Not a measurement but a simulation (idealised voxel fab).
The document below concerns the process module designated voxel self aligned vias.
Cross-sectional view cut (width: 185 nm; square cell size: 5 nm).
The cross-sections in this document take the form of a grid made of square cells. They are written out as bands, in order from top to bottom. Each band consists of one or more rows of cells. Per band: top height and bottom height in nm, followed by the left-to-right materials and their widths in nm; "all across" marks a single material spanning edge to edge, "blank" marks empty space. A quick word on heights: they are counted from 0, and under that level the wafer as it came to us is one material throughout. The lowest band is different from the rest in having no bottom; it simply continues downward, written as in "0 nm and below". Width: "30..40" (first number = top row, second number = bottom row, same change from row to row of cells). The designation "no modification", where it is given for a processing step, indicates that no cell of the cross-section was altered in the course of that step. Listed in "Trapped void list": every empty space of 8 or more cells without an open way to the top. Form: width x height at distance, the distance being from the left edge, all in nm. Anything after a step's settings on that line? It's the simulator's own note about the step. Steps that use a mask can have "overlay nm" on their line. It says how far the mask sat to the right of where it was meant to be. Negative means to the left.
Process steps (planned):
1) op RECEIVE | material Si
2) op CONFORMAL_DEP | material SiO2 | thk nm 10
3) op CONFORMAL_DEP | material SiCN | thk nm 5
4) op DIRECTIONAL_DEP | material SiO2 | thk nm 25
5) op MASKED_ETCH | tone open | mask id LINES | width nm 25 | pitch nm 70 | etch materials SiO2 | depth nm 25 | overlay nm 0
6) op CONFORMAL_DEP | material TiN | thk nm 5
7) op FILL_DEP | material Ru | thk nm 10
8) op CMP | height nm 40
9) op SELECTIVE_ETCH | etch materials W Ru TiN | depth nm 5
10) op FILL_DEP | material SiN | thk nm 10
11) op CMP | height nm 40
12) op DIRECTIONAL_DEP | material SiO2 | thk nm 20
13) op DIRECTIONAL_DEP | material aC | thk nm 10
14) op PATTERN | tone open | mask id VIAS | material resist | width nm 45 | thk nm 30 | overlay nm 0
15) op DIRECTIONAL_ETCH | etch materials aC | depth nm 10
16) op STRIP | etch materials resist
17) op DIRECTIONAL_ETCH | etch materials SiO2 | depth nm 20
18) op DIRECTIONAL_ETCH | etch materials SiN | depth nm 5
19) op STRIP | etch materials aC
20) op CONFORMAL_DEP | material TiN | thk nm 5
21) op FILL_DEP | material Ru | thk nm 10
22) op CMP | height nm 60
23) op CONFORMAL_DEP | material SiCN | thk nm 5
Wafer at receipt (post step 1), cross-section:
  0 nm and below = Si all across
  Trapped void list: none
Starting structure and process plan are as shown above, but one mistake was made in running the module; the wafer cross-section at the end of the module follows:
  65 nm to 60 nm = SiCN all across
  60 nm to 40 nm = SiO2 35; TiN 5; Ru 35; TiN 5; SiO2 105
  40 nm to 35 nm = SiO2 35; TiN 45; SiO2 35; SiN 25; SiO2 45
  35 nm to 20 nm = SiO2 45; TiN 5; Ru 15; TiN 5; SiO2 45; TiN 5; Ru 15; TiN 5; SiO2 45
  20 nm to 15 nm = SiO2 45; TiN 25; SiO2 45; TiN 25; SiO2 45
  15 nm to 10 nm = SiCN all across
  10 nm to 0 nm = SiO2 all across
  0 nm and below = Si all across
  Trapped void list: none
The plan and the run diverged here: step 17 was run on a setting that differed from the plan, and what really ran there is op DIRECTIONAL_ETCH | etch materials SiO2 | depth nm 25
